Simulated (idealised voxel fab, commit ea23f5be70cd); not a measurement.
The following is a process module called voxel lift off.
170 nm wide, 5 nm square cells: that's cross-section cut.
Just so we're on the same page, the cross-sections are grids of square cells, and they're listed out in bands top to bottom, each band one or more rows deep.
What a band's entry tells you: where the top is and where the bottom is, as heights in nm, and after that what lies inside, material by material from left to right, each with its width in nm. Empty space is written as the word "blank", and a single material marked with the word "full width" occupies the band from edge to edge.
Heights from 0 (as-received wafer is one material below). Bottom band endless downward, as "top 0, no bottom".
A two-number width, for instance "30->40", indicates that the width is equal to the first number in the top row of the band and to the second number in the bottom row, and that it changes by a constant amount per row of cells.
"no modification", as given for a step, is the statement that not any cell of the cross-section underwent a change during that step.
"Closed cavity list" lists enclosed empty spaces (at least 8 cells, no open path upward to the top), each as width x height at distance from the left edge, in nm.
Where a step's line continues beyond its settings, the continuation is a remark by the simulator itself on that step.
If you see "overlay nm" on a step's line and that step has a mask, it's telling you how far right of where it was planned the mask ended up; a negative number means it went left instead.

Planned step list for the process
step 1: RECEIVE: material Si
step 2: CONFORMAL_DEP: material SiO2, thk nm 5
step 3: PATTERN: tone open, mask id LINES, material resist, width nm 30, pitch nm 60, thk nm 25, overlay nm 0
step 4: DIRECTIONAL_DEP: material Ru, thk nm 15
step 5: STRIP: etch materials resist
step 6: CONFORMAL_DEP: material SiCN, thk nm 5

As-received wafer cross-section (after step 1)
* top 0, no bottom = Si full width
* Closed cavity list: none

Starting wafer: above. Plan: above. Run: one mistake. Cross-section after the module: below
* top 25, bottom 20 = blank 40 / SiCN 40 / blank 20 / SiCN 40 / blank 30
* top 20, bottom 10 = blank 40 / SiCN 5 / Ru 30 / SiCN 5 / blank 20 / SiCN 5 / Ru 30 / SiCN 5 / blank 30
* top 10, bottom 5 = SiCN 45 / Ru 30 / SiCN 30 / Ru 30 / SiCN 35
* top 5, bottom 0 = SiO2 full width
* top 0, no bottom = Si full width
* Closed cavity list: none
The mistake made against the process plan was this: in deviation from the planned setting, step 3 was conducted as PATTERN: tone open, mask id LINES, material resist, width nm 30, pitch nm 60, thk nm 25, overlay nm 5
